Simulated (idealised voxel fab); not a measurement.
The following is a process module called voxel transistor to metal.
For reference, the cross-section in this document is cut, with width 200 nm and square cells of 5 nm.
We lay out every cross-section as a grid of square cells and spell it out in bands from the top down, where one band means one or more rows of cells. This entry defines a band. It first specifies the height of the band's top and the height of its bottom in nm, and then specifies the band's materials from left to right, stating each material with its width in nm. The word "edge to edge" identifies a single material that fills the band from edge to edge, while the word "air" identifies empty space. For the purposes of this specification, 0 denotes the height below which the wafer in its as-received condition is composed wholly of one material, and the lowermost band, lacking a lower limit, extends downward without end, as expressed in "0 and below". Note: "30 to 40" means the width goes from the first number (top row of the band) to the second number (bottom row) in equal steps per row of cells. The designation "nothing altered", where it is given for a processing step, indicates that no cell of the cross-section was altered in the course of that step. "Closed void register" lists enclosed empty spaces (at least 8 cells, no open path upward to the top), each as width x height at distance from the left edge, in nm. Text after the settings on a step's line: the simulator's own remark on that step. If you see "overlay nm" on a step's line and that step has a mask, it's telling you how far right of where it was planned the mask ended up; a negative number means it went left instead. Pairs from here to the end. Each: cross-section before one process step, cross-section after it, the latter only as far down as the lowest band that changed. Under each: the step between, and its settings. Mind that the pairs may be taken from different runs of this module on the same starting wafer; whether a pair continues from the pair above depends on its entry headed "Preceding state", and it does only where that entry says so.

Preceding state:
* 45 down to 40 = 75 of air, then 5 of SiN, then 5 of air, then 25 of SiCN, then 5 of air, then 5 of SiN, then 80 of air
* 40 down to 30 = 75 of air, then 5 of SiN, then 5 of SiO2, then 25 of SiCN, then 5 of SiO2, then 5 of SiN, then 80 of air
* 30 down to 15 = 75 of air, then 5 of SiN, then 5 of SiO2, then 25 of polySi, then 5 of SiO2, then 5 of SiN, then 80 of air
* 15 down to 10 = 55 of air, then 20 of SiGe, then 5 of SiN, then 5 of SiO2, then 25 of polySi, then 5 of SiO2, then 5 of SiN, then 20 of SiGe, then 60 of air
* 10 down to 5 = 30 of air, then 5 of SiN, then 40 of SiGe, then 5 of SiN, then 5 of SiO2, then 25 of polySi, then 5 of SiO2, then 5 of SiN, then 40 of SiGe, then 5 of SiN, then 35 of air
* 5 down to 0 = 30 of SiO2, then 5 of SiN, then 40 of SiGe, then 5 of SiN, then 5 of SiO2, then 25 of polySi, then 5 of SiO2, then 5 of SiN, then 40 of SiGe, then 5 of SiN, then 35 of SiO2
* 0 down to -5 = 30 of SiO2, then 5 of SiN, then 40 of SiGe, then 45 of SiO2, then 40 of SiGe, then 5 of SiN, then 35 of SiO2
* -5 down to -10 = 45 of SiO2, then 30 of SiGe, then 45 of Si, then 30 of SiGe, then 50 of SiO2
* -10 down to -20 = 40 of SiO2, then 5 of Si, then 30 of SiGe, then 45 of Si, then 30 of SiGe, then 5 of Si, then 45 of SiO2
* -20 down to -30 = 40 of SiO2, then 115 of Si, then 45 of SiO2
* -30 and below = Si edge to edge
* Closed void register: none

After the Step:
* 55 down to 45 = SiO2 edge to edge
* 45 down to 30 = 75 of SiO2, then 5 of SiN, then 5 of SiO2, then 25 of SiCN, then 5 of SiO2, then 5 of SiN, then 80 of SiO2
* 30 down to 15 = 75 of SiO2, then 5 of SiN, then 5 of SiO2, then 25 of polySi, then 5 of SiO2, then 5 of SiN, then 80 of SiO2
* 15 down to 10 = 55 of SiO2, then 20 of SiGe, then 5 of SiN, then 5 of SiO2, then 25 of polySi, then 5 of SiO2, then 5 of SiN, then 20 of SiGe, then 60 of SiO2
* 10 down to 0 = 30 of SiO2, then 5 of SiN, then 40 of SiGe, then 5 of SiN, then 5 of SiO2, then 25 of polySi, then 5 of SiO2, then 5 of SiN, then 40 of SiGe, then 5 of SiN, then 35 of SiO2
* Whatever lies below 0 is exactly as it was before.
* Closed void register: none
Process step bridging the above cross-sections: FILL_DEP | material SiO2 | thk nm 10

Preceding state: as in the pair right above, post-step view.

After the Step:
* 45 down to 30 = 75 of SiO2, then 5 of SiN, then 5 of SiO2, then 25 of SiCN, then 5 of SiO2, then 5 of SiN, then 80 of SiO2
* Whatever lies below 30 is exactly as it was before.
* Closed void register: none
Process step bridging the above cross-sections: CMP | height nm 45

Preceding state: as in the pair right above, post-step view.

After the Step:
* 60 down to 45 = SiO2 edge to edge
* Whatever lies below 45 is exactly as it was before.
* Closed void register: none
Process step bridging the above cross-sections: DIRECTIONAL_DEP | material SiO2 | thk nm 15

Preceding state: as in the pair right above, post-step view.

After the Step:
* 60 down to 45 = 45 of SiO2, then 20 of air, then 65 of SiO2, then 20 of air, then 50 of SiO2
* 45 down to 30 = 45 of SiO2, then 20 of air, then 10 of SiO2, then 5 of SiN, then 5 of SiO2, then 25 of SiCN, then 5 of SiO2, then 5 of SiN, then 10 of SiO2, then 20 of air, then 50 of SiO2
* 30 down to 15 = 45 of SiO2, then 20 of air, then 10 of SiO2, then 5 of SiN, then 5 of SiO2, then 25 of polySi, then 5 of SiO2, then 5 of SiN, then 10 of SiO2, then 20 of air, then 50 of SiO2
* 15 down to 10 = 45 of SiO2, then 10 of air, then 20 of SiGe, then 5 of SiN, then 5 of SiO2, then 25 of polySi, then 5 of SiO2, then 5 of SiN, then 20 of SiGe, then 10 of air, then 50 of SiO2
* Whatever lies below 10 is exactly as it was before.
* Closed void register: none
Process step bridging the above cross-sections: MASKED_ETCH | tone open | mask id CONTACT | width nm 20 | pitch nm 85 | etch materials SiO2 | depth nm 60 | overlay nm 0

Preceding state: as in the pair right above, post-step view.

After the Step:
* 65 down to 60 = 50 of TiN, then 10 of air, then 75 of TiN, then 10 of air, then 55 of TiN
* 60 down to 45 = 45 of SiO2, then 5 of TiN, then 10 of air, then 5 of TiN, then 65 of SiO2, then 5 of TiN, then 10 of air, then 5 of TiN, then 50 of SiO2
* 45 down to 30 = 45 of SiO2, then 5 of TiN, then 10 of air, then 5 of TiN, then 10 of SiO2, then 5 of SiN, then 5 of SiO2, then 25 of SiCN, then 5 of SiO2, then 5 of SiN, then 10 of SiO2, then 5 of TiN, then 10 of air, then 5 of TiN, then 50 of SiO2
* 30 down to 20 = 45 of SiO2, then 5 of TiN, then 10 of air, then 5 of TiN, then 10 of SiO2, then 5 of SiN, then 5 of SiO2, then 25 of polySi, then 5 of SiO2, then 5 of SiN, then 10 of SiO2, then 5 of TiN, then 10 of air, then 5 of TiN, then 50 of SiO2
* 20 down to 15 = 45 of SiO2, then 20 of TiN, then 10 of SiO2, then 5 of SiN, then 5 of SiO2, then 25 of polySi, then 5 of SiO2, then 5 of SiN, then 10 of SiO2, then 20 of TiN, then 50 of SiO2
* 15 down to 10 = 45 of SiO2, then 10 of TiN, then 20 of SiGe, then 5 of SiN, then 5 of SiO2, then 25 of polySi, then 5 of SiO2, then 5 of SiN, then 20 of SiGe, then 10 of TiN, then 50 of SiO2
* Whatever lies below 10 is exactly as it was before.
* Closed void register: none
Process step bridging the above cross-sections: CONFORMAL_DEP | material TiN | thk nm 5

Preceding state: as in the pair right above, post-step view.

After the Step:
* 75 down to 65 = Ru edge to edge
* 65 down to 60 = 50 of TiN, then 10 of Ru, then 75 of TiN, then 10 of Ru, then 55 of TiN
* 60 down to 45 = 45 of SiO2, then 5 of TiN, then 10 of Ru, then 5 of TiN, then 65 of SiO2, then 5 of TiN, then 10 of Ru, then 5 of TiN, then 50 of SiO2
* 45 down to 30 = 45 of SiO2, then 5 of TiN, then 10 of Ru, then 5 of TiN, then 10 of SiO2, then 5 of SiN, then 5 of SiO2, then 25 of SiCN, then 5 of SiO2, then 5 of SiN, then 10 of SiO2, then 5 of TiN, then 10 of Ru, then 5 of TiN, then 50 of SiO2
* 30 down to 20 = 45 of SiO2, then 5 of TiN, then 10 of Ru, then 5 of TiN, then 10 of SiO2, then 5 of SiN, then 5 of SiO2, then 25 of polySi, then 5 of SiO2, then 5 of SiN, then 10 of SiO2, then 5 of TiN, then 10 of Ru, then 5 of TiN, then 50 of SiO2
* Whatever lies below 20 is exactly as it was before.
* Closed void register: none
Process step bridging the above cross-sections: FILL_DEP | material Ru | thk nm 10

Preceding state: as in the pair right above, post-step view.

After the Step:
* 60 down to 45 = 45 of SiO2, then 5 of TiN, then 10 of Ru, then 5 of TiN, then 65 of SiO2, then 5 of TiN, then 10 of Ru, then 5 of TiN, then 50 of SiO2
* Whatever lies below 45 is exactly as it was before.
* Closed void register: none
Process step bridging the above cross-sections: CMP | height nm 60

Preceding state: as in the pair right above, post-step view.

After the Step:
* 65 down to 60 = SiCN edge to edge
* Whatever lies below 60 is exactly as it was before.
* Closed void register: none
Process step bridging the above cross-sections: CONFORMAL_DEP | material SiCN | thk nm 5

Preceding state: as in the pair right above, post-step view.

After the Step:
* 90 down to 65 = SiO2 edge to edge
* Whatever lies below 65 is exactly as it was before.
* Closed void register: none
Process step bridging the above cross-sections: DIRECTIONAL_DEP | material SiO2 | thk nm 25

Preceding state: as in the pair right above, post-step view.

After the Step:
* 105 down to 90 = aC edge to edge
* Whatever lies below 90 is exactly as it was before.
* Closed void register: none
Process step bridging the above cross-sections: DIRECTIONAL_DEP | material aC | thk nm 15

Preceding state: as in the pair right above, post-step view.

After the Step:
* 135 down to 105 = 45 of resist, then 20 of air, then 65 of resist, then 20 of air, then 50 of resist
* Whatever lies below 105 is exactly as it was before.
* Closed void register: none
Process step bridging the above cross-sections: PATTERN | tone open | mask id METAL_1 | material resist | width nm 20 | pitch nm 85 | thk nm 30 | overlay nm 0

Preceding state: as in the pair right above, post-step view.

After the Step:
* 120 down to 105 = 45 of resist, then 20 of air, then 65 of resist, then 20 of air, then 50 of resist
* 105 down to 90 = 45 of aC, then 20 of air, then 65 of aC, then 20 of air, then 50 of aC
* Whatever lies below 90 is exactly as it was before.
* Closed void register: none
Process step bridging the above cross-sections: DIRECTIONAL_ETCH | etch materials aC | depth nm 15

Preceding state: as in the pair right above, post-step view.

After the Step:
* 105 down to 90 = 45 of aC, then 20 of air, then 65 of aC, then 20 of air, then 50 of aC
* Whatever lies below 90 is exactly as it was before.
* Closed void register: none
Process step bridging the above cross-sections: STRIP | etch materials resist

Preceding state: as in the pair right above, post-step view.

After the Step:
* 105 down to 90 = 45 of aC, then 20 of air, then 65 of aC, then 20 of air, then 50 of aC
* 90 down to 65 = 45 of SiO2, then 20 of air, then 65 of SiO2, then 20 of air, then 50 of SiO2
* Whatever lies below 65 is exactly as it was before.
* Closed void register: none
Process step bridging the above cross-sections: DIRECTIONAL_ETCH | etch materials SiO2 | depth nm 25

Preceding state: as in the pair right above, post-step view.

After the Step:
* 105 down to 90 = 45 of aC, then 20 of air, then 65 of aC, then 20 of air, then 50 of aC
* 90 down to 65 = 45 of SiO2, then 20 of air, then 65 of SiO2, then 20 of air, then 50 of SiO2
* 65 down to 60 = 45 of SiCN, then 20 of air, then 65 of SiCN, then 20 of air, then 50 of SiCN
* Whatever lies below 60 is exactly as it was before.
* Closed void register: none
Process step bridging the above cross-sections: DIRECTIONAL_ETCH | etch materials SiCN | depth nm 5

Preceding state: as in the pair right above, post-step view.

After the Step:
* 90 down to 65 = 45 of SiO2, then 20 of air, then 65 of SiO2, then 20 of air, then 50 of SiO2
* Whatever lies below 65 is exactly as it was before.
* Closed void register: none
Process step bridging the above cross-sections: STRIP | etch materials aC

Preceding state: as in the pair right above, post-step view.

After the Step:
* 95 down to 90 = 50 of TiN, then 10 of air, then 75 of TiN, then 10 of air, then 55 of TiN
* 90 down to 65 = 45 of SiO2, then 5 of TiN, then 10 of air, then 5 of TiN, then 65 of SiO2, then 5 of TiN, then 10 of air, then 5 of TiN, then 50 of SiO2
* 65 down to 60 = 45 of SiCN, then 20 of TiN, then 65 of SiCN, then 20 of TiN, then 50 of SiCN
* Whatever lies below 60 is exactly as it was before.
* Closed void register: none
Process step bridging the above cross-sections: CONFORMAL_DEP | material TiN | thk nm 5

Preceding state: as in the pair right above, post-step view.

After the Step:
* 105 down to 95 = Ru edge to edge
* 95 down to 90 = 50 of TiN, then 10 of Ru, then 75 of TiN, then 10 of Ru, then 55 of TiN
* 90 down to 65 = 45 of SiO2, then 5 of TiN, then 10 of Ru, then 5 of TiN, then 65 of SiO2, then 5 of TiN, then 10 of Ru, then 5 of TiN, then 50 of SiO2
* Whatever lies below 65 is exactly as it was before.
* Closed void register: none
Process step bridging the above cross-sections: FILL_DEP | material Ru | thk nm 10

Preceding state: as in the pair right above, post-step view.

After the Step:
* 90 down to 65 = 45 of SiO2, then 5 of TiN, then 10 of Ru, then 5 of TiN, then 65 of SiO2, then 5 of TiN, then 10 of Ru, then 5 of TiN, then 50 of SiO2
* Whatever lies below 65 is exactly as it was before.
* Closed void register: none
Process step bridging the above cross-sections: CMP | height nm 90

Preceding state: as in the pair right above, post-step view.

After the Step:
* 95 down to 90 = SiCN edge to edge
* Whatever lies below 90 is exactly as it was before.
* Closed void register: none
Process step bridging the above cross-sections: CONFORMAL_DEP | material SiCN | thk nm 5

Preceding state:
* 20 down to 5 = 35 of air, then 125 of SiN, then 40 of air
* 5 down to 0 = 35 of air, then 125 of SiO2, then 40 of air
* 0 down to -25 = 35 of air, then 125 of Si, then 40 of air
* -25 and below = Si edge to edge
* Closed void register: none

After the Step:
* 20 down to 5 = 35 of air, then 125 of SiN, then 40 of air
* 5 down to 0 = 35 of air, then 125 of SiO2, then 40 of air
* 0 down to -25 = 35 of air, then 10 of SiO2, then 105 of Si, then 10 of SiO2, then 40 of air
* -25 down to -35 = 45 of SiO2, then 105 of Si, then 50 of SiO2
* Whatever lies below -35 is exactly as it was before.
* Closed void register: none
Process step bridging the above cross-sections: OXIDIZE | depth nm 10

Preceding state: as in the pair right above, post-step view.

After the Step:
* 25 down to 20 = SiO2 edge to edge
* 20 down to 5 = 35 of SiO2, then 125 of SiN, then 40 of SiO2
* 5 down to 0 = SiO2 edge to edge
* 0 down to -35 = 45 of SiO2, then 105 of Si, then 50 of SiO2
* Whatever lies below -35 is exactly as it was before.
* Closed void register: none
Process step bridging the above cross-sections: FILL_DEP | material SiO2 | thk nm 5

Preceding state: as in the pair right above, post-step view.

After the Step:
* 20 down to 5 = 35 of SiO2, then 125 of SiN, then 40 of SiO2
* Whatever lies below 5 is exactly as it was before.
* Closed void register: none
Process step bridging the above cross-sections: CMP | height nm 20

Preceding state: as in the pair right above, post-step view.

After the Step:
* 20 down to 15 = 35 of air, then 125 of SiN, then 40 of air
* Whatever lies below 15 is exactly as it was before.
* Closed void register: none
Process step bridging the above cross-sections: SELECTIVE_ETCH | etch materials SiO2 | depth nm 5

Preceding state: as in the pair right above, post-step view.

After the Step:
* 15 down to 5 = 35 of SiO2, then 125 of air, then 40 of SiO2
* Whatever lies below 5 is exactly as it was before.
* Closed void register: none
Process step bridging the above cross-sections: STRIP | etch materials SiN

Preceding state: as in the pair right above, post-step view.

After the Step:
* 10 down to 0 = 30 of SiO2, then 135 of air, then 35 of SiO2
* Whatever lies below 0 is exactly as it was before.
* Closed void register: none
Process step bridging the above cross-sections: SELECTIVE_ETCH | etch materials SiO2 | depth nm 5

Preceding state: as in the pair right above, post-step view.

After the Step:
* 10 down to 0 = 30 of SiO2, then 135 of air, then 35 of SiO2
* 0 down to -5 = SiO2 edge to edge
* Whatever lies below -5 is exactly as it was before.
* Closed void register: none
Process step bridging the above cross-sections: OXIDIZE | depth nm 5

Preceding state: as in the pair right above, post-step view.

After the Step:
* 40 down to 30 = 30 of polySi, then 135 of air, then 35 of polySi
* 30 down to 10 = polySi edge to edge
* 10 down to 0 = 30 of SiO2, then 135 of polySi, then 35 of SiO2
* Whatever lies below 0 is exactly as it was before.
* Closed void register: none
Process step bridging the above cross-sections: DIRECTIONAL_DEP | material polySi | thk nm 30

Preceding state: as in the pair right above, post-step view.

After the Step:
* 55 down to 45 = 30 of SiCN, then 135 of air, then 35 of SiCN
* 45 down to 40 = SiCN edge to edge
* 40 down to 30 = 30 of polySi, then 135 of SiCN, then 35 of polySi
* Whatever lies below 30 is exactly as it was before.
* Closed void register: none
Process step bridging the above cross-sections: DIRECTIONAL_DEP | material SiCN | thk nm 15

Preceding state: as in the pair right above, post-step view.

After the Step:
* 70 down to 55 = 85 of air, then 25 of resist, then 90 of air
* 55 down to 45 = 30 of SiCN, then 55 of air, then 25 of resist, then 55 of air, then 35 of SiCN
* Whatever lies below 45 is exactly as it was before.
* Closed void register: none
Process step bridging the above cross-sections: PATTERN | tone cover | mask id GATE | material resist | width nm 25 | thk nm 15 | overlay nm 0

Preceding state: as in the pair right above, post-step view.

After the Step:
* 70 down to 45 = 85 of air, then 25 of resist, then 90 of air
* 45 down to 40 = 85 of air, then 25 of SiCN, then 90 of air
* 40 down to 30 = 30 of polySi, then 55 of air, then 25 of SiCN, then 55 of air, then 35 of polySi
* Whatever lies below 30 is exactly as it was before.
* Closed void register: none
Process step bridging the above cross-sections: DIRECTIONAL_ETCH | etch materials SiCN | depth nm 25

Preceding state: as in the pair right above, post-step view.

After the Step:
* 70 down to 45 = 85 of air, then 25 of resist, then 90 of air
* 45 down to 30 = 85 of air, then 25 of SiCN, then 90 of air
* 30 down to 10 = 85 of air, then 25 of polySi, then 90 of air
* 10 down to 0 = 30 of SiO2, then 55 of air, then 25 of polySi, then 55 of air, then 35 of SiO2
* Whatever lies below 0 is exactly as it was before.
* Closed void register: none
Process step bridging the above cross-sections: DIRECTIONAL_ETCH | etch materials polySi | depth nm 40

Preceding state: as in the pair right above, post-step view.

After the Step:
* 45 down to 30 = 85 of air, then 25 of SiCN, then 90 of air
* Whatever lies below 30 is exactly as it was before.
* Closed void register: none
Process step bridging the above cross-sections: STRIP | etch materials resist

Preceding state: as in the pair right above, post-step view.

After the Step:
* 50 down to 45 = 80 of air, then 35 of SiO2, then 85 of air
* 45 down to 30 = 80 of air, then 5 of SiO2, then 25 of SiCN, then 5 of SiO2, then 85 of air
* 30 down to 15 = 80 of air, then 5 of SiO2, then 25 of polySi, then 5 of SiO2, then 85 of air
* 15 down to 5 = 35 of SiO2, then 45 of air, then 5 of SiO2, then 25 of polySi, then 5 of SiO2, then 45 of air, then 40 of SiO2
* 5 down to 0 = 85 of SiO2, then 25 of polySi, then 90 of SiO2
* Whatever lies below 0 is exactly as it was before.
* Closed void register: none
Process step bridging the above cross-sections: CONFORMAL_DEP | material SiO2 | thk nm 5

Preceding state: as in the pair right above, post-step view.

After the Step:
* 45 down to 30 = 80 of air, then 5 of SiO2, then 25 of SiCN, then 5 of SiO2, then 85 of air
* 30 down to 10 = 80 of air, then 5 of SiO2, then 25 of polySi, then 5 of SiO2, then 85 of air
* 10 down to 0 = 35 of SiO2, then 45 of air, then 5 of SiO2, then 25 of polySi, then 5 of SiO2, then 45 of air, then 40 of SiO2
* Whatever lies below 0 is exactly as it was before.
* Closed void register: none
Process step bridging the above cross-sections: DIRECTIONAL_ETCH | etch materials SiO2 | depth nm 5

Preceding state: as in the pair right above, post-step view.

After the Step:
* 50 down to 45 = 75 of air, then 45 of SiN, then 80 of air
* 45 down to 30 = 75 of air, then 5 of SiN, then 5 of SiO2, then 25 of SiCN, then 5 of SiO2, then 5 of SiN, then 80 of air
* 30 down to 15 = 75 of air, then 5 of SiN, then 5 of SiO2, then 25 of polySi, then 5 of SiO2, then 5 of SiN, then 80 of air
* 15 down to 10 = 40 of SiN, then 35 of air, then 5 of SiN, then 5 of SiO2, then 25 of polySi, then 5 of SiO2, then 5 of SiN, then 35 of air, then 45 of SiN
* 10 down to 5 = 35 of SiO2, then 5 of SiN, then 35 of air, then 5 of SiN, then 5 of SiO2, then 25 of polySi, then 5 of SiO2, then 5 of SiN, then 35 of air, then 5 of SiN, then 40 of SiO2
* 5 down to 0 = 35 of SiO2, then 45 of SiN, then 5 of SiO2, then 25 of polySi, then 5 of SiO2, then 45 of SiN, then 40 of SiO2
* Whatever lies below 0 is exactly as it was before.
* Closed void register: none
Process step bridging the above cross-sections: CONFORMAL_DEP | material SiN | thk nm 5

Preceding state: as in the pair right above, post-step view.

After the Step:
* 45 down to 30 = 75 of air, then 5 of SiN, then 5 of SiO2, then 25 of SiCN, then 5 of SiO2, then 5 of SiN, then 80 of air
* 30 down to 10 = 75 of air, then 5 of SiN, then 5 of SiO2, then 25 of polySi, then 5 of SiO2, then 5 of SiN, then 80 of air
* 10 down to 0 = 35 of SiO2, then 5 of SiN, then 35 of air, then 5 of SiN, then 5 of SiO2, then 25 of polySi, then 5 of SiO2, then 5 of SiN, then 35 of air, then 5 of SiN, then 40 of SiO2
* Whatever lies below 0 is exactly as it was before.
* Closed void register: none
Process step bridging the above cross-sections: DIRECTIONAL_ETCH | etch materials SiN | depth nm 5

Preceding state: as in the pair right above, post-step view.

After the Step:
* 45 down to 40 = 75 of air, then 5 of SiN, then 5 of air, then 25 of SiCN, then 5 of air, then 5 of SiN, then 80 of air
* 40 down to 30 = 75 of air, then 5 of SiN, then 5 of SiO2, then 25 of SiCN, then 5 of SiO2, then 5 of SiN, then 80 of air
* 30 down to 10 = 75 of air, then 5 of SiN, then 5 of SiO2, then 25 of polySi, then 5 of SiO2, then 5 of SiN, then 80 of air
* 10 down to 5 = 35 of air, then 5 of SiN, then 35 of air, then 5 of SiN, then 5 of SiO2, then 25 of polySi, then 5 of SiO2, then 5 of SiN, then 35 of air, then 5 of SiN, then 40 of air
* 5 down to 0 = 35 of SiO2, then 5 of SiN, then 35 of air, then 5 of SiN, then 5 of SiO2, then 25 of polySi, then 5 of SiO2, then 5 of SiN, then 35 of air, then 5 of SiN, then 40 of SiO2
* 0 down to -5 = 40 of SiO2, then 35 of air, then 45 of SiO2, then 35 of air, then 45 of SiO2
* Whatever lies below -5 is exactly as it was before.
* Closed void register: none
Process step bridging the above cross-sections: DIRECTIONAL_ETCH | etch materials SiO2 | depth nm 5

Preceding state: as in the pair right above, post-step view.

After the Step:
* 45 down to 40 = 75 of air, then 5 of SiN, then 5 of air, then 25 of SiCN, then 5 of air, then 5 of SiN, then 80 of air
* 40 down to 30 = 75 of air, then 5 of SiN, then 5 of SiO2, then 25 of SiCN, then 5 of SiO2, then 5 of SiN, then 80 of air
* 30 down to 10 = 75 of air, then 5 of SiN, then 5 of SiO2, then 25 of polySi, then 5 of SiO2, then 5 of SiN, then 80 of air
* 10 down to 5 = 35 of air, then 5 of SiN, then 35 of air, then 5 of SiN, then 5 of SiO2, then 25 of polySi, then 5 of SiO2, then 5 of SiN, then 35 of air, then 5 of SiN, then 40 of air
* 5 down to 0 = 35 of SiO2, then 5 of SiN, then 35 of air, then 5 of SiN, then 5 of SiO2, then 25 of polySi, then 5 of SiO2, then 5 of SiN, then 35 of air, then 5 of SiN, then 40 of SiO2
* 0 down to -5 = 40 of SiO2, then 35 of air, then 45 of SiO2, then 35 of air, then 45 of SiO2
* -5 down to -20 = 45 of SiO2, then 30 of air, then 45 of Si, then 30 of air, then 50 of SiO2
* Whatever lies below -20 is exactly as it was before.
* Closed void register: none
Process step bridging the above cross-sections: DIRECTIONAL_ETCH | etch materials Si | depth nm 15

Preceding state: as in the pair right above, post-step view.

After the Step:
* 45 down to 40 = 75 of air, then 5 of SiN, then 5 of air, then 25 of SiCN, then 5 of air, then 5 of SiN, then 80 of air
* 40 down to 30 = 75 of air, then 5 of SiN, then 5 of SiO2, then 25 of SiCN, then 5 of SiO2, then 5 of SiN, then 80 of air
* 30 down to 15 = 75 of air, then 5 of SiN, then 5 of SiO2, then 25 of polySi, then 5 of SiO2, then 5 of SiN, then 80 of air
* 15 down to 10 = 55 of air, then 20 of SiGe, then 5 of SiN, then 5 of SiO2, then 25 of polySi, then 5 of SiO2, then 5 of SiN, then 20 of SiGe, then 60 of air
* 10 down to 5 = 35 of air, then 5 of SiN, then 15 of air, then 20 of SiGe, then 5 of SiN, then 5 of SiO2, then 25 of polySi, then 5 of SiO2, then 5 of SiN, then 20 of SiGe, then 15 of air, then 5 of SiN, then 40 of air
* 5 down to 0 = 35 of SiO2, then 5 of SiN, then 15 of air, then 20 of SiGe, then 5 of SiN, then 5 of SiO2, then 25 of polySi, then 5 of SiO2, then 5 of SiN, then 20 of SiGe, then 15 of air, then 5 of SiN, then 40 of SiO2
* 0 down to -5 = 40 of SiO2, then 35 of SiGe, then 45 of SiO2, then 35 of SiGe, then 45 of SiO2
* -5 down to -20 = 45 of SiO2, then 30 of SiGe, then 45 of Si, then 30 of SiGe, then 50 of SiO2
* Whatever lies below -20 is exactly as it was before.
* Closed void register: none
Process step bridging the above cross-sections: EPI | material SiGe | thk nm 20

Preceding state: as in the pair right above, post-step view.

After the Step:
* 55 down to 45 = SiO2 edge to edge
* 45 down to 30 = 75 of SiO2, then 5 of SiN, then 5 of SiO2, then 25 of SiCN, then 5 of SiO2, then 5 of SiN, then 80 of SiO2
* 30 down to 15 = 75 of SiO2, then 5 of SiN, then 5 of SiO2, then 25 of polySi, then 5 of SiO2, then 5 of SiN, then 80 of SiO2
* 15 down to 10 = 55 of SiO2, then 20 of SiGe, then 5 of SiN, then 5 of SiO2, then 25 of polySi, then 5 of SiO2, then 5 of SiN, then 20 of SiGe, then 60 of SiO2
* 10 down to 0 = 35 of SiO2, then 5 of SiN, then 15 of SiO2, then 20 of SiGe, then 5 of SiN, then 5 of SiO2, then 25 of polySi, then 5 of SiO2, then 5 of SiN, then 20 of SiGe, then 15 of SiO2, then 5 of SiN, then 40 of SiO2
* Whatever lies below 0 is exactly as it was before.
* Closed void register: none
Process step bridging the above cross-sections: FILL_DEP | material SiO2 | thk nm 10

Preceding state: as in the pair right above, post-step view.

After the Step:
* 45 down to 30 = 75 of SiO2, then 5 of SiN, then 5 of SiO2, then 25 of SiCN, then 5 of SiO2, then 5 of SiN, then 80 of SiO2
* Whatever lies below 30 is exactly as it was before.
* Closed void register: none
Process step bridging the above cross-sections: CMP | height nm 45

Preceding state: as in the pair right above, post-step view.

After the Step:
* 60 down to 45 = SiO2 edge to edge
* Whatever lies below 45 is exactly as it was before.
* Closed void register: none
Process step bridging the above cross-sections: DIRECTIONAL_DEP | material SiO2 | thk nm 15

Preceding state: as in the pair right above, post-step view.

After the Step:
* 60 down to 45 = 45 of SiO2, then 20 of air, then 65 of SiO2, then 20 of air, then 50 of SiO2
* 45 down to 30 = 45 of SiO2, then 20 of air, then 10 of SiO2, then 5 of SiN, then 5 of SiO2, then 25 of SiCN, then 5 of SiO2, then 5 of SiN, then 10 of SiO2, then 20 of air, then 50 of SiO2
* 30 down to 15 = 45 of SiO2, then 20 of air, then 10 of SiO2, then 5 of SiN, then 5 of SiO2, then 25 of polySi, then 5 of SiO2, then 5 of SiN, then 10 of SiO2, then 20 of air, then 50 of SiO2
* 15 down to 10 = 45 of SiO2, then 10 of air, then 20 of SiGe, then 5 of SiN, then 5 of SiO2, then 25 of polySi, then 5 of SiO2, then 5 of SiN, then 20 of SiGe, then 10 of air, then 50 of SiO2
* 10 down to 0 = 35 of SiO2, then 5 of SiN, then 5 of SiO2, then 10 of air, then 20 of SiGe, then 5 of SiN, then 5 of SiO2, then 25 of polySi, then 5 of SiO2, then 5 of SiN, then 20 of SiGe, then 10 of air, then 5 of SiO2, then 5 of SiN, then 40 of SiO2
* Whatever lies below 0 is exactly as it was before.
* Closed void register: none
Process step bridging the above cross-sections: MASKED_ETCH | tone open | mask id CONTACT | width nm 20 | pitch nm 85 | etch materials SiO2 | depth nm 60 | overlay nm 0

Preceding state: as in the pair right above, post-step view.

After the Step:
* 65 down to 60 = 50 of TiN, then 10 of air, then 75 of TiN, then 10 of air, then 55 of TiN
* 60 down to 45 = 45 of SiO2, then 5 of TiN, then 10 of air, then 5 of TiN, then 65 of SiO2, then 5 of TiN, then 10 of air, then 5 of TiN, then 50 of SiO2
* 45 down to 30 = 45 of SiO2, then 5 of TiN, then 10 of air, then 5 of TiN, then 10 of SiO2, then 5 of SiN, then 5 of SiO2, then 25 of SiCN, then 5 of SiO2, then 5 of SiN, then 10 of SiO2, then 5 of TiN, then 10 of air, then 5 of TiN, then 50 of SiO2
* 30 down to 20 = 45 of SiO2, then 5 of TiN, then 10 of air, then 5 of TiN, then 10 of SiO2, then 5 of SiN, then 5 of SiO2, then 25 of polySi, then 5 of SiO2, then 5 of SiN, then 10 of SiO2, then 5 of TiN, then 10 of air, then 5 of TiN, then 50 of SiO2
* 20 down to 15 = 45 of SiO2, then 20 of TiN, then 10 of SiO2, then 5 of SiN, then 5 of SiO2, then 25 of polySi, then 5 of SiO2, then 5 of SiN, then 10 of SiO2, then 20 of TiN, then 50 of SiO2
* 15 down to 10 = 45 of SiO2, then 10 of TiN, then 20 of SiGe, then 5 of SiN, then 5 of SiO2, then 25 of polySi, then 5 of SiO2, then 5 of SiN, then 20 of SiGe, then 10 of TiN, then 50 of SiO2
* 10 down to 0 = 35 of SiO2, then 5 of SiN, then 5 of SiO2, then 10 of TiN, then 20 of SiGe, then 5 of SiN, then 5 of SiO2, then 25 of polySi, then 5 of SiO2, then 5 of SiN, then 20 of SiGe, then 10 of TiN, then 5 of SiO2, then 5 of SiN, then 40 of SiO2
* Whatever lies below 0 is exactly as it was before.
* Closed void register: none
Process step bridging the above cross-sections: CONFORMAL_DEP | material TiN | thk nm 5

Preceding state: as in the pair right above, post-step view.

After the Step:
* 75 down to 65 = Ru edge to edge
* 65 down to 60 = 50 of TiN, then 10 of Ru, then 75 of TiN, then 10 of Ru, then 55 of TiN
* 60 down to 45 = 45 of SiO2, then 5 of TiN, then 10 of Ru, then 5 of TiN, then 65 of SiO2, then 5 of TiN, then 10 of Ru, then 5 of TiN, then 50 of SiO2
* 45 down to 30 = 45 of SiO2, then 5 of TiN, then 10 of Ru, then 5 of TiN, then 10 of SiO2, then 5 of SiN, then 5 of SiO2, then 25 of SiCN, then 5 of SiO2, then 5 of SiN, then 10 of SiO2, then 5 of TiN, then 10 of Ru, then 5 of TiN, then 50 of SiO2
* 30 down to 20 = 45 of SiO2, then 5 of TiN, then 10 of Ru, then 5 of TiN, then 10 of SiO2, then 5 of SiN, then 5 of SiO2, then 25 of polySi, then 5 of SiO2, then 5 of SiN, then 10 of SiO2, then 5 of TiN, then 10 of Ru, then 5 of TiN, then 50 of SiO2
* Whatever lies below 20 is exactly as it was before.
* Closed void register: none
Process step bridging the above cross-sections: FILL_DEP | material Ru | thk nm 10
